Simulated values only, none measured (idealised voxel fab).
You're looking at the process module voxel trench capacitor.
Cross-section cut spans 285 nm and uses square cells 5 nm in size.
Think of the cross-section as a grid of square cells. We describe it in bands, top to bottom, and each band covers one or more rows of those cells. Basically the band line says how high the top is and how high the bottom is, in nm, and then what's in it from left to right, every material with its width in nm. Empty space shows up as "air", and if a single material carries "throughout" it runs the full band edge to edge. Note: height 0 marks the level under which the wafer is uniformly one material as received. Lowest band unbounded below, written "0 and below". A width given as "30..40" starts at the first number in the band's top row and ends at the second number in its bottom row, shifting by an equal amount at every step from row to row. "nothing was modified" means the step left every cell of the cross-section as it was. In the "Enclosed void entries" entry, you get each enclosed empty space of 8 cells or more, one with no open way to the top, written width x height at distance, distance from the left edge, in nm. Past the settings on a step's line: simulator remark, on that step. overlay nm: how far to the right of its planned place the mask lay on this masked step (negative: to the left).
## Steps planned for the process
step 1: RECEIVE,material Si
step 2: CONFORMAL_DEP,material SiN,thk nm 5
step 3: DIRECTIONAL_DEP,material aC,thk nm 10
step 4: PATTERN,tone open,mask id TRENCH,material resist,width nm 30,pitch nm 60,thk nm 25,overlay nm 0
step 5: DIRECTIONAL_ETCH,etch materials aC,depth nm 10
step 6: STRIP,etch materials resist
step 7: DIRECTIONAL_ETCH,etch materials SiN,depth nm 5
step 8: DIRECTIONAL_ETCH,etch materials Si,depth nm 30
step 9: STRIP,etch materials aC
step 10: CONFORMAL_DEP,material HfO2,thk nm 5
step 11: CONFORMAL_DEP,material TiN,thk nm 5
step 12: FILL_DEP,material W,thk nm 10
step 13: CMP,height nm 5
## Concerning the first of two wafers, which was run in accordance with the plan
## So this is the incoming wafer in cross-section - it's already been through step 1
- 0 and below  Si throughout
- Enclosed void entries: none
## Cross-section: wafer state after step 2
- 5 down to 0  SiN throughout
- Nothing below the height 0 has changed.
## Cross-section: wafer state after step 3
- 15 down to 5  aC throughout
- Nothing below the height 5 has changed.
## Cross-section: wafer state after step 4
- 40 down to 15  35 nm resist, then 30 nm air, then 30 nm resist, then 30 nm air, then 30 nm resist, then 30 nm air, then 30 nm resist, then 30 nm air, then 40 nm resist
- Nothing below the height 15 has changed.
## Cross-section: wafer state after step 5
- 30 down to 15  35 nm resist, then 30 nm air, then 30 nm resist, then 30 nm air, then 30 nm resist, then 30 nm air, then 30 nm resist, then 30 nm air, then 40 nm resist
- 15 down to 5  35 nm aC, then 30 nm air, then 30 nm aC, then 30 nm air, then 30 nm aC, then 30 nm air, then 30 nm aC, then 30 nm air, then 40 nm aC
- Nothing below the height 5 has changed.
## Cross-section: wafer state after step 6
- 15 down to 5  35 nm aC, then 30 nm air, then 30 nm aC, then 30 nm air, then 30 nm aC, then 30 nm air, then 30 nm aC, then 30 nm air, then 40 nm aC
- Nothing below the height 5 has changed.
## Cross-section: wafer state after step 7
- 15 down to 5  35 nm aC, then 30 nm air, then 30 nm aC, then 30 nm air, then 30 nm aC, then 30 nm air, then 30 nm aC, then 30 nm air, then 40 nm aC
- 5 down to 0  35 nm SiN, then 30 nm air, then 30 nm SiN, then 30 nm air, then 30 nm SiN, then 30 nm air, then 30 nm SiN, then 30 nm air, then 40 nm SiN
- Nothing below the height 0 has changed.
## Cross-section: wafer state after step 8
- 15 down to 5  35 nm aC, then 30 nm air, then 30 nm aC, then 30 nm air, then 30 nm aC, then 30 nm air, then 30 nm aC, then 30 nm air, then 40 nm aC
- 5 down to 0  35 nm SiN, then 30 nm air, then 30 nm SiN, then 30 nm air, then 30 nm SiN, then 30 nm air, then 30 nm SiN, then 30 nm air, then 40 nm SiN
- 0 down to -30  35 nm Si, then 30 nm air, then 30 nm Si, then 30 nm air, then 30 nm Si, then 30 nm air, then 30 nm Si, then 30 nm air, then 40 nm Si
- Nothing below the height -30 has changed.
## Cross-section: wafer state after step 9
- 5 down to 0  35 nm SiN, then 30 nm air, then 30 nm SiN, then 30 nm air, then 30 nm SiN, then 30 nm air, then 30 nm SiN, then 30 nm air, then 40 nm SiN
- Nothing below the height 0 has changed.
## Cross-section: wafer state after step 10
- 10 down to 5  40 nm HfO2, then 20 nm air, then 40 nm HfO2, then 20 nm air, then 40 nm HfO2, then 20 nm air, then 40 nm HfO2, then 20 nm air, then 45 nm HfO2
- 5 down to 0  35 nm SiN, then 5 nm HfO2, then 20 nm air, then 5 nm HfO2, then 30 nm SiN, then 5 nm HfO2, then 20 nm air, then 5 nm HfO2, then 30 nm SiN, then 5 nm HfO2, then 20 nm air, then 5 nm HfO2, then 30 nm SiN, then 5 nm HfO2, then 20 nm air, then 5 nm HfO2, then 40 nm SiN
- 0 down to -25  35 nm Si, then 5 nm HfO2, then 20 nm air, then 5 nm HfO2, then 30 nm Si, then 5 nm HfO2, then 20 nm air, then 5 nm HfO2, then 30 nm Si, then 5 nm HfO2, then 20 nm air, then 5 nm HfO2, then 30 nm Si, then 5 nm HfO2, then 20 nm air, then 5 nm HfO2, then 40 nm Si
- -25 down to -30  35 nm Si, then 30 nm HfO2, then 30 nm Si, then 30 nm HfO2, then 30 nm Si, then 30 nm HfO2, then 30 nm Si, then 30 nm HfO2, then 40 nm Si
- Nothing below the height -30 has changed.
## Cross-section: wafer state after step 11
- 15 down to 10  45 nm TiN, then 10 nm air, then 50 nm TiN, then 10 nm air, then 50 nm TiN, then 10 nm air, then 50 nm TiN, then 10 nm air, then 50 nm TiN
- 10 down to 5  40 nm HfO2, then 5 nm TiN, then 10 nm air, then 5 nm TiN, then 40 nm HfO2, then 5 nm TiN, then 10 nm air, then 5 nm TiN, then 40 nm HfO2, then 5 nm TiN, then 10 nm air, then 5 nm TiN, then 40 nm HfO2, then 5 nm TiN, then 10 nm air, then 5 nm TiN, then 45 nm HfO2
- 5 down to 0  35 nm SiN, then 5 nm HfO2, then 5 nm TiN, then 10 nm air, then 5 nm TiN, then 5 nm HfO2, then 30 nm SiN, then 5 nm HfO2, then 5 nm TiN, then 10 nm air, then 5 nm TiN, then 5 nm HfO2, then 30 nm SiN, then 5 nm HfO2, then 5 nm TiN, then 10 nm air, then 5 nm TiN, then 5 nm HfO2, then 30 nm SiN, then 5 nm HfO2, then 5 nm TiN, then 10 nm air, then 5 nm TiN, then 5 nm HfO2, then 40 nm SiN
- 0 down to -20  35 nm Si, then 5 nm HfO2, then 5 nm TiN, then 10 nm air, then 5 nm TiN, then 5 nm HfO2, then 30 nm Si, then 5 nm HfO2, then 5 nm TiN, then 10 nm air, then 5 nm TiN, then 5 nm HfO2, then 30 nm Si, then 5 nm HfO2, then 5 nm TiN, then 10 nm air, then 5 nm TiN, then 5 nm HfO2, then 30 nm Si, then 5 nm HfO2, then 5 nm TiN, then 10 nm air, then 5 nm TiN, then 5 nm HfO2, then 40 nm Si
- -20 down to -25  35 nm Si, then 5 nm HfO2, then 20 nm TiN, then 5 nm HfO2, then 30 nm Si, then 5 nm HfO2, then 20 nm TiN, then 5 nm HfO2, then 30 nm Si, then 5 nm HfO2, then 20 nm TiN, then 5 nm HfO2, then 30 nm Si, then 5 nm HfO2, then 20 nm TiN, then 5 nm HfO2, then 40 nm Si
- Nothing below the height -25 has changed.
## Cross-section: wafer state after step 12
- 25 down to 15  W throughout
- 15 down to 10  45 nm TiN, then 10 nm W, then 50 nm TiN, then 10 nm W, then 50 nm TiN, then 10 nm W, then 50 nm TiN, then 10 nm W, then 50 nm TiN
- 10 down to 5  40 nm HfO2, then 5 nm TiN, then 10 nm W, then 5 nm TiN, then 40 nm HfO2, then 5 nm TiN, then 10 nm W, then 5 nm TiN, then 40 nm HfO2, then 5 nm TiN, then 10 nm W, then 5 nm TiN, then 40 nm HfO2, then 5 nm TiN, then 10 nm W, then 5 nm TiN, then 45 nm HfO2
- 5 down to 0  35 nm SiN, then 5 nm HfO2, then 5 nm TiN, then 10 nm W, then 5 nm TiN, then 5 nm HfO2, then 30 nm SiN, then 5 nm HfO2, then 5 nm TiN, then 10 nm W, then 5 nm TiN, then 5 nm HfO2, then 30 nm SiN, then 5 nm HfO2, then 5 nm TiN, then 10 nm W, then 5 nm TiN, then 5 nm HfO2, then 30 nm SiN, then 5 nm HfO2, then 5 nm TiN, then 10 nm W, then 5 nm TiN, then 5 nm HfO2, then 40 nm SiN
- 0 down to -20  35 nm Si, then 5 nm HfO2, then 5 nm TiN, then 10 nm W, then 5 nm TiN, then 5 nm HfO2, then 30 nm Si, then 5 nm HfO2, then 5 nm TiN, then 10 nm W, then 5 nm TiN, then 5 nm HfO2, then 30 nm Si, then 5 nm HfO2, then 5 nm TiN, then 10 nm W, then 5 nm TiN, then 5 nm HfO2, then 30 nm Si, then 5 nm HfO2, then 5 nm TiN, then 10 nm W, then 5 nm TiN, then 5 nm HfO2, then 40 nm Si
- Nothing below the height -20 has changed.
## Cross-section: wafer state after step 13
- 5 down to 0  35 nm SiN, then 5 nm HfO2, then 5 nm TiN, then 10 nm W, then 5 nm TiN, then 5 nm HfO2, then 30 nm SiN, then 5 nm HfO2, then 5 nm TiN, then 10 nm W, then 5 nm TiN, then 5 nm HfO2, then 30 nm SiN, then 5 nm HfO2, then 5 nm TiN, then 10 nm W, then 5 nm TiN, then 5 nm HfO2, then 30 nm SiN, then 5 nm HfO2, then 5 nm TiN, then 10 nm W, then 5 nm TiN, then 5 nm HfO2, then 40 nm SiN
- Nothing below the height 0 has changed.
## Here the second wafer is described. Its start and its plan were those of the first wafer. Its run contained one mistake. Up to and including step 9, it did exactly what the first wafer did
## Second wafer, section view, time point: scheduled end of step 10
- 10 down to 5  40 nm TiN, then 20 nm air, then 40 nm TiN, then 20 nm air, then 40 nm TiN, then 20 nm air, then 40 nm TiN, then 20 nm air, then 45 nm TiN
- 5 down to 0  35 nm SiN, then 5 nm TiN, then 20 nm air, then 5 nm TiN, then 30 nm SiN, then 5 nm TiN, then 20 nm air, then 5 nm TiN, then 30 nm SiN, then 5 nm TiN, then 20 nm air, then 5 nm TiN, then 30 nm SiN, then 5 nm TiN, then 20 nm air, then 5 nm TiN, then 40 nm SiN
- 0 down to -25  35 nm Si, then 5 nm TiN, then 20 nm air, then 5 nm TiN, then 30 nm Si, then 5 nm TiN, then 20 nm air, then 5 nm TiN, then 30 nm Si, then 5 nm TiN, then 20 nm air, then 5 nm TiN, then 30 nm Si, then 5 nm TiN, then 20 nm air, then 5 nm TiN, then 40 nm Si
- -25 down to -30  35 nm Si, then 30 nm TiN, then 30 nm Si, then 30 nm TiN, then 30 nm Si, then 30 nm TiN, then 30 nm Si, then 30 nm TiN, then 40 nm Si
- Nothing below the height -30 has changed.
## Second wafer, section view, time point: scheduled end of step 11
- 15 down to 10  45 nm HfO2, then 10 nm air, then 50 nm HfO2, then 10 nm air, then 50 nm HfO2, then 10 nm air, then 50 nm HfO2, then 10 nm air, then 50 nm HfO2
- 10 down to 5  40 nm TiN, then 5 nm HfO2, then 10 nm air, then 5 nm HfO2, then 40 nm TiN, then 5 nm HfO2, then 10 nm air, then 5 nm HfO2, then 40 nm TiN, then 5 nm HfO2, then 10 nm air, then 5 nm HfO2, then 40 nm TiN, then 5 nm HfO2, then 10 nm air, then 5 nm HfO2, then 45 nm TiN
- 5 down to 0  35 nm SiN, then 5 nm TiN, then 5 nm HfO2, then 10 nm air, then 5 nm HfO2, then 5 nm TiN, then 30 nm SiN, then 5 nm TiN, then 5 nm HfO2, then 10 nm air, then 5 nm HfO2, then 5 nm TiN, then 30 nm SiN, then 5 nm TiN, then 5 nm HfO2, then 10 nm air, then 5 nm HfO2, then 5 nm TiN, then 30 nm SiN, then 5 nm TiN, then 5 nm HfO2, then 10 nm air, then 5 nm HfO2, then 5 nm TiN, then 40 nm SiN
- 0 down to -20  35 nm Si, then 5 nm TiN, then 5 nm HfO2, then 10 nm air, then 5 nm HfO2, then 5 nm TiN, then 30 nm Si, then 5 nm TiN, then 5 nm HfO2, then 10 nm air, then 5 nm HfO2, then 5 nm TiN, then 30 nm Si, then 5 nm TiN, then 5 nm HfO2, then 10 nm air, then 5 nm HfO2, then 5 nm TiN, then 30 nm Si, then 5 nm TiN, then 5 nm HfO2, then 10 nm air, then 5 nm HfO2, then 5 nm TiN, then 40 nm Si
- -20 down to -25  35 nm Si, then 5 nm TiN, then 20 nm HfO2, then 5 nm TiN, then 30 nm Si, then 5 nm TiN, then 20 nm HfO2, then 5 nm TiN, then 30 nm Si, then 5 nm TiN, then 20 nm HfO2, then 5 nm TiN, then 30 nm Si, then 5 nm TiN, then 20 nm HfO2, then 5 nm TiN, then 40 nm Si
- Nothing below the height -25 has changed.
## Second wafer, section view, time point: scheduled end of step 12
- 25 down to 15  W throughout
- 15 down to 10  45 nm HfO2, then 10 nm W, then 50 nm HfO2, then 10 nm W, then 50 nm HfO2, then 10 nm W, then 50 nm HfO2, then 10 nm W, then 50 nm HfO2
- 10 down to 5  40 nm TiN, then 5 nm HfO2, then 10 nm W, then 5 nm HfO2, then 40 nm TiN, then 5 nm HfO2, then 10 nm W, then 5 nm HfO2, then 40 nm TiN, then 5 nm HfO2, then 10 nm W, then 5 nm HfO2, then 40 nm TiN, then 5 nm HfO2, then 10 nm W, then 5 nm HfO2, then 45 nm TiN
- 5 down to 0  35 nm SiN, then 5 nm TiN, then 5 nm HfO2, then 10 nm W, then 5 nm HfO2, then 5 nm TiN, then 30 nm SiN, then 5 nm TiN, then 5 nm HfO2, then 10 nm W, then 5 nm HfO2, then 5 nm TiN, then 30 nm SiN, then 5 nm TiN, then 5 nm HfO2, then 10 nm W, then 5 nm HfO2, then 5 nm TiN, then 30 nm SiN, then 5 nm TiN, then 5 nm HfO2, then 10 nm W, then 5 nm HfO2, then 5 nm TiN, then 40 nm SiN
- 0 down to -20  35 nm Si, then 5 nm TiN, then 5 nm HfO2, then 10 nm W, then 5 nm HfO2, then 5 nm TiN, then 30 nm Si, then 5 nm TiN, then 5 nm HfO2, then 10 nm W, then 5 nm HfO2, then 5 nm TiN, then 30 nm Si, then 5 nm TiN, then 5 nm HfO2, then 10 nm W, then 5 nm HfO2, then 5 nm TiN, then 30 nm Si, then 5 nm TiN, then 5 nm HfO2, then 10 nm W, then 5 nm HfO2, then 5 nm TiN, then 40 nm Si
- Nothing below the height -20 has changed.
## Second wafer, section view, time point: scheduled end of step 13
- 5 down to 0  35 nm SiN, then 5 nm TiN, then 5 nm HfO2, then 10 nm W, then 5 nm HfO2, then 5 nm TiN, then 30 nm SiN, then 5 nm TiN, then 5 nm HfO2, then 10 nm W, then 5 nm HfO2, then 5 nm TiN, then 30 nm SiN, then 5 nm TiN, then 5 nm HfO2, then 10 nm W, then 5 nm HfO2, then 5 nm TiN, then 30 nm SiN, then 5 nm TiN, then 5 nm HfO2, then 10 nm W, then 5 nm HfO2, then 5 nm TiN, then 40 nm SiN
- Nothing below the height 0 has changed.
Finding, execution versus plan: steps 10 and 11 run out of order (swapped)
Upon completion, the second wafer contains, in terms of cells, a greater or smaller amount of certain materials than the first wafer: HfO2: 16 fewer; TiN: 16 more
